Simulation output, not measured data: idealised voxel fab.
This section sets out a process module, namely voxel transistor to metal.
Shown is cross-section cut, with a width of 285 nm and square cells of size 5 nm.
Cross-section layout: square cells on a grid; listed as bands, top to bottom; a band spans one or more cell rows.
Band: top height; bottom height; in nm. Then, left to right: material with width in nm, for each material. "everywhere": a single material spanning edge to edge. "air": empty space.
Measure heights from 0. That's the level where, below it, the as-received wafer is all one material. The lowest band is bottomless and extends downward; write it as in "0 and below".
The width entry "30 to 40" should be interpreted row by row: the top row of cells in the band takes the first number, the bottom row takes the second number, and the change between adjacent rows is uniform throughout.
"everything unchanged" means the step left every cell of the cross-section as it was.
In "Entrapped voids" the enclosed voids are listed, meaning empty spaces of 8 cells or larger without any opening to the top. The form is width x height at distance, distance from the left edge, units nm.
Past the settings on a step's line: simulator remark, on that step.
When a step includes a mask, the "overlay nm" setting on its line states how far to the right of its planned place that mask lay, and negative values state how far to the left.
So here's the lineup of process steps we planned:
1: RECEIVE,material Si
2: CONFORMAL_DEP,material SiO2,thk nm 5
3: CONFORMAL_DEP,material SiN,thk nm 10
4: PATTERN,tone cover,mask id ACTIVE,material resist,width nm 110,pitch nm 135,thk nm 20,overlay nm 0
5: DIRECTIONAL_ETCH,etch materials SiN,depth nm 10
6: DIRECTIONAL_ETCH,etch materials SiO2,depth nm 5
7: DIRECTIONAL_ETCH,etch materials Si,depth nm 25
8: STRIP,etch materials resist
9: FILL_DEP,material SiO2,thk nm 5
10: CMP,height nm 15
11: SELECTIVE_ETCH,etch materials SiO2,depth nm 5
12: STRIP,etch materials SiN
13: SELECTIVE_ETCH,etch materials SiO2,depth nm 5
14: OXIDIZE,depth nm 5
15: DIRECTIONAL_DEP,material polySi,thk nm 30
16: DIRECTIONAL_DEP,material SiCN,thk nm 10
17: MASKED_ETCH,tone cover,mask id GATE,width nm 20,pitch nm 135,etch materials SiCN,depth nm 20,overlay nm 0
18: MASKED_ETCH,tone cover,mask id GATE,width nm 20,pitch nm 135,etch materials polySi,depth nm 40,overlay nm -10
19: CONFORMAL_DEP,material SiO2,thk nm 5
20: DIRECTIONAL_ETCH,etch materials SiO2,depth nm 5
21: CONFORMAL_DEP,material SiN,thk nm 10
22: DIRECTIONAL_ETCH,etch materials SiN,depth nm 10
23: DIRECTIONAL_ETCH,etch materials SiO2,depth nm 5
24: EPI,material SiGe,thk nm 5
25: FILL_DEP,material SiO2,thk nm 5
26: CMP,height nm 40
27: DIRECTIONAL_DEP,material SiO2,thk nm 15
28: PATTERN,tone open,mask id CONTACT,material resist,width nm 30,thk nm 20,overlay nm 0
29: DIRECTIONAL_ETCH,etch materials SiO2,depth nm 55
30: STRIP,etch materials resist
31: CONFORMAL_DEP,material TiN,thk nm 5
32: FILL_DEP,material W,thk nm 5
33: CMP,height nm 55
34: DIRECTIONAL_DEP,material TiN,thk nm 5
35: DIRECTIONAL_DEP,material Ru,thk nm 25
36: PATTERN,tone cover,mask id METAL_1,material resist,width nm 20,thk nm 15,overlay nm 0
37: DIRECTIONAL_ETCH,etch materials Ru,depth nm 25
38: DIRECTIONAL_ETCH,etch materials TiN,depth nm 5
39: STRIP,etch materials resist
40: FILL_DEP,material SiO2,thk nm 5
41: CMP,height nm 85
42: CONFORMAL_DEP,material SiCN,thk nm 5
Be aware that, although all wafers share a common starting state, the overlay nm at step 18 differs among them, and the plan displays the first wafer's value.
Step 1 complete: as-received cross-section of the first of several wafers:
    0 and below = Si everywhere
    Entrapped voids: none
Last step of the module is step 42; after it, the first of several wafers in cross-section:
    90 down to 85 = SiCN everywhere
    85 down to 60 = 30 nm SiO2 / 20 nm Ru / 50 nm SiO2 / 20 nm Ru / 45 nm SiO2 / 20 nm Ru / 50 nm SiO2 / 20 nm Ru / 30 nm SiO2
    60 down to 55 = 30 nm SiO2 / 20 nm TiN / 50 nm SiO2 / 20 nm TiN / 45 nm SiO2 / 20 nm TiN / 50 nm SiO2 / 20 nm TiN / 30 nm SiO2
    55 down to 45 = 30 nm SiO2 / 5 nm TiN / 20 nm W / 5 nm TiN / 30 nm SiO2 / 5 nm TiN / 20 nm W / 5 nm TiN / 45 nm SiO2 / 5 nm TiN / 20 nm W / 5 nm TiN / 30 nm SiO2 / 5 nm TiN / 20 nm W / 5 nm TiN / 30 nm SiO2
    45 down to 40 = 30 nm SiO2 / 5 nm TiN / 10 nm W / 15 nm TiN / 30 nm SiO2 / 15 nm TiN / 10 nm W / 5 nm TiN / 45 nm SiO2 / 5 nm TiN / 10 nm W / 15 nm TiN / 30 nm SiO2 / 15 nm TiN / 10 nm W / 5 nm TiN / 30 nm SiO2
    40 down to 35 = 30 nm SiO2 / 5 nm TiN / 10 nm W / 5 nm TiN / 10 nm SiN / 5 nm SiO2 / 20 nm SiCN / 5 nm SiO2 / 10 nm SiN / 5 nm TiN / 10 nm W / 5 nm TiN / 45 nm SiO2 / 5 nm TiN / 10 nm W / 5 nm TiN / 10 nm SiN / 5 nm SiO2 / 20 nm SiCN / 5 nm SiO2 / 10 nm SiN / 5 nm TiN / 10 nm W / 5 nm TiN / 30 nm SiO2
    35 down to 30 = 30 nm SiO2 / 20 nm TiN / 10 nm SiN / 5 nm SiO2 / 20 nm SiCN / 5 nm SiO2 / 10 nm SiN / 5 nm TiN / 10 nm W / 5 nm TiN / 45 nm SiO2 / 20 nm TiN / 10 nm SiN / 5 nm SiO2 / 20 nm SiCN / 5 nm SiO2 / 10 nm SiN / 5 nm TiN / 10 nm W / 5 nm TiN / 30 nm SiO2
    30 down to 5 = 30 nm SiO2 / 10 nm TiN / 10 nm SiN / 5 nm SiO2 / 30 nm polySi / 5 nm SiO2 / 10 nm SiN / 5 nm TiN / 10 nm W / 5 nm TiN / 45 nm SiO2 / 10 nm TiN / 10 nm SiN / 5 nm SiO2 / 30 nm polySi / 5 nm SiO2 / 10 nm SiN / 5 nm TiN / 10 nm W / 5 nm TiN / 30 nm SiO2
    5 down to 0 = 20 nm SiO2 / 10 nm SiN / 10 nm TiN / 10 nm SiN / 5 nm SiO2 / 30 nm polySi / 5 nm SiO2 / 10 nm SiN / 20 nm TiN / 10 nm SiN / 25 nm SiO2 / 10 nm SiN / 10 nm TiN / 10 nm SiN / 5 nm SiO2 / 30 nm polySi / 5 nm SiO2 / 10 nm SiN / 20 nm TiN / 10 nm SiN / 20 nm SiO2
    0 down to -5 = 30 nm SiO2 / 10 nm SiGe / 60 nm SiO2 / 20 nm SiGe / 45 nm SiO2 / 10 nm SiGe / 60 nm SiO2 / 20 nm SiGe / 30 nm SiO2
    -5 down to -25 = 20 nm SiO2 / 110 nm Si / 25 nm SiO2 / 110 nm Si / 20 nm SiO2
    -25 and below = Si everywhere
    Entrapped voids: none
Here we cross-sectioned the last of the wafers once the module was done:
    90 down to 85 = SiCN everywhere
    85 down to 60 = 30 nm SiO2 / 20 nm Ru / 50 nm SiO2 / 20 nm Ru / 45 nm SiO2 / 20 nm Ru / 50 nm SiO2 / 20 nm Ru / 30 nm SiO2
    60 down to 55 = 30 nm SiO2 / 20 nm TiN / 50 nm SiO2 / 20 nm TiN / 45 nm SiO2 / 20 nm TiN / 50 nm SiO2 / 20 nm TiN / 30 nm SiO2
    55 down to 45 = 30 nm SiO2 / 5 nm TiN / 20 nm W / 5 nm TiN / 30 nm SiO2 / 5 nm TiN / 20 nm W / 5 nm TiN / 45 nm SiO2 / 5 nm TiN / 20 nm W / 5 nm TiN / 30 nm SiO2 / 5 nm TiN / 20 nm W / 5 nm TiN / 30 nm SiO2
    45 down to 40 = 30 nm SiO2 / 5 nm TiN / 10 nm W / 15 nm TiN / 30 nm SiO2 / 15 nm TiN / 10 nm W / 5 nm TiN / 45 nm SiO2 / 5 nm TiN / 10 nm W / 15 nm TiN / 30 nm SiO2 / 15 nm TiN / 10 nm W / 5 nm TiN / 30 nm SiO2
    40 down to 35 = 30 nm SiO2 / 5 nm TiN / 10 nm W / 5 nm TiN / 10 nm SiN / 5 nm SiO2 / 20 nm SiCN / 5 nm SiO2 / 10 nm SiN / 5 nm TiN / 10 nm W / 5 nm TiN / 45 nm SiO2 / 5 nm TiN / 10 nm W / 5 nm TiN / 10 nm SiN / 5 nm SiO2 / 20 nm SiCN / 5 nm SiO2 / 10 nm SiN / 5 nm TiN / 10 nm W / 5 nm TiN / 30 nm SiO2
    35 down to 30 = 30 nm SiO2 / 5 nm TiN / 10 nm W / 5 nm TiN / 10 nm SiN / 5 nm SiO2 / 20 nm SiCN / 5 nm SiO2 / 10 nm SiN / 20 nm TiN / 45 nm SiO2 / 5 nm TiN / 10 nm W / 5 nm TiN / 10 nm SiN / 5 nm SiO2 / 20 nm SiCN / 5 nm SiO2 / 10 nm SiN / 20 nm TiN / 30 nm SiO2
    30 down to 5 = 30 nm SiO2 / 5 nm TiN / 10 nm W / 5 nm TiN / 10 nm SiN / 5 nm SiO2 / 30 nm polySi / 5 nm SiO2 / 10 nm SiN / 10 nm TiN / 45 nm SiO2 / 5 nm TiN / 10 nm W / 5 nm TiN / 10 nm SiN / 5 nm SiO2 / 30 nm polySi / 5 nm SiO2 / 10 nm SiN / 10 nm TiN / 30 nm SiO2
    5 down to 0 = 20 nm SiO2 / 10 nm SiN / 20 nm TiN / 10 nm SiN / 5 nm SiO2 / 30 nm polySi / 5 nm SiO2 / 10 nm SiN / 10 nm TiN / 10 nm SiN / 25 nm SiO2 / 10 nm SiN / 20 nm TiN / 10 nm SiN / 5 nm SiO2 / 30 nm polySi / 5 nm SiO2 / 10 nm SiN / 10 nm TiN / 10 nm SiN / 20 nm SiO2
    0 down to -5 = 30 nm SiO2 / 20 nm SiGe / 60 nm SiO2 / 10 nm SiGe / 45 nm SiO2 / 20 nm SiGe / 60 nm SiO2 / 10 nm SiGe / 30 nm SiO2
    -5 down to -25 = 20 nm SiO2 / 110 nm Si / 25 nm SiO2 / 110 nm Si / 20 nm SiO2
    -25 and below = Si everywhere
    Entrapped voids: none
Take any row and you have a wafer at the end of the module: how many cells of each material it has gained (+) or lost (-) since it was received, and then its closed voids:
overlay nm -10; +80 Ru; -109 Si; +73 SiCN; +12 SiGe; +72 SiN; +634 SiO2; +120 TiN; +72 W; +72 polySi; Entrapped voids: none
overlay nm -5; +80 Ru; -109 Si; +73 SiCN; +14 SiGe; +72 SiN; +632 SiO2; +120 TiN; +84 W; +60 polySi; Entrapped voids: none
overlay nm 0; +80 Ru; -109 Si; +73 SiCN; +16 SiGe; +72 SiN; +630 SiO2; +120 TiN; +96 W; +48 polySi; Entrapped voids: none
overlay nm 5; +80 Ru; -109 Si; +73 SiCN; +14 SiGe; +72 SiN; +632 SiO2; +120 TiN; +84 W; +60 polySi; Entrapped voids: none
overlay nm 10; +80 Ru; -109 Si; +73 SiCN; +12 SiGe; +72 SiN; +634 SiO2; +120 TiN; +72 W; +72 polySi; Entrapped voids: none
